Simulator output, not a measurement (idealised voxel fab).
The process module that follows is named voxel capacitor over wiring.
This is section cut - it's 240 nm across, gridded in 5 nm square cells.
Heads up, the way a cross-section reads in here is a grid of square cells, handed over as bands from the top down, with every band being one or more rows of cells.
Top height, bottom height, nm. Materials left to right, width each, nm. Single material + "edge to edge" = fills band edge to edge. "blank" = empty.
Below 0: as-received wafer, all one material; heights counted from there. Lowest band: no bottom, goes on down, written "0 and below".
Width: "30..40" (first number = top row, second number = bottom row, same change from row to row of cells).
Given "nothing got changed" for a step, no cell of the cross-section differs between before and after that step.
Reported under the label "Fully enclosed voids" are the empty spaces having no open way to the top and comprising 8 cells or more; the notation for each is width x height at distance, in which the distance is measured from the left edge and all three values are in nm.
Text after the settings on a step's line: the simulator's own remark on that step.
A step line may carry the setting "overlay nm", which, for steps involving a mask, states the distance by which the mask lay to the right of its intended position; negative values denote displacement to the left.

# plan
1. RECEIVE: material Si
2. CONFORMAL_DEP: material SiO2, thk nm 10
3. CONFORMAL_DEP: material SiCN, thk nm 5
4. DIRECTIONAL_DEP: material lowk, thk nm 15
5. MASKED_ETCH: tone open, mask id METAL_1, width nm 15, pitch nm 85, etch materials lowk, depth nm 15, overlay nm 0
6. MASKED_ETCH: tone open, mask id METAL_1, width nm 20, pitch nm 85, etch materials SiCN, depth nm 5, overlay nm 0
7. CONFORMAL_DEP: material TiN, thk nm 5
8. FILL_DEP: material Cu, thk nm 10
9. CMP: height nm 30
10. EPI: material Ru, thk nm 5
11. FILL_DEP: material SiCN, thk nm 5
12. DIRECTIONAL_DEP: material SiO2, thk nm 10
13. MASKED_ETCH: tone open, mask id PLUG_1, width nm 15, etch materials SiO2, depth nm 10, overlay nm 0
14. MASKED_ETCH: tone open, mask id PLUG_1, width nm 15, etch materials SiCN, depth nm 5, overlay nm 0
15. CONFORMAL_DEP: material TiN, thk nm 5
16. FILL_DEP: material Ru, thk nm 10
17. CMP: height nm 50
18. DIRECTIONAL_DEP: material TiN, thk nm 5
19. DIRECTIONAL_DEP: material Al2O3, thk nm 5
20. DIRECTIONAL_DEP: material TiN, thk nm 5
21. PATTERN: tone cover, mask id UPPER_PLATE, material resist, width nm 70, thk nm 20, overlay nm 0
22. DIRECTIONAL_ETCH: etch materials TiN, depth nm 5
23. DIRECTIONAL_ETCH: etch materials Al2O3, depth nm 5
24. STRIP: etch materials resist
25. MASKED_ETCH: tone cover, mask id LOWER_PLATE, width nm 80, etch materials TiN, depth nm 5, overlay nm 0
26. FILL_DEP: material SiO2, thk nm 20
27. CMP: height nm 80
28. PATTERN: tone open, mask id PLUG_2, material resist, width nm 15, thk nm 20, overlay nm 0
29. DIRECTIONAL_ETCH: etch materials SiO2, depth nm 15
30. STRIP: etch materials resist
31. CONFORMAL_DEP: material TiN, thk nm 5
32. FILL_DEP: material Ru, thk nm 5
33. CMP: height nm 80
34. CONFORMAL_DEP: material SiN, thk nm 5
The plan shows the width nm of step 5 as the first wafer had it; this setting differs between the wafers, which start out alike.

# First of several wafers (as received, post step 1), cross-sectional view
  0 and below = Si edge to edge
  Fully enclosed voids: none

# Take any row and you have a wafer at the end of the module: how many cells of each material it has gained (+) or lost (-) since it was received, and then its closed voids
width nm 15 | +14 Al2O3 | +6 Cu | +14 Ru | +125 SiCN | +48 SiN | +421 SiO2 | +62 TiN | +126 lowk | Fully enclosed voids: none
width nm 20 | +14 Al2O3 | +12 Cu | +16 Ru | +121 SiCN | +48 SiN | +421 SiO2 | +64 TiN | +120 lowk | Fully enclosed voids: none
width nm 25 | +14 Al2O3 | +16 Cu | +18 Ru | +119 SiCN | +48 SiN | +421 SiO2 | +66 TiN | +114 lowk | Fully enclosed voids: none
width nm 30 | +14 Al2O3 | +20 Cu | +20 Ru | +117 SiCN | +48 SiN | +421 SiO2 | +68 TiN | +108 lowk | Fully enclosed voids: none
width nm 35 | +14 Al2O3 | +24 Cu | +22 Ru | +115 SiCN | +48 SiN | +421 SiO2 | +70 TiN | +102 lowk | Fully enclosed voids: none
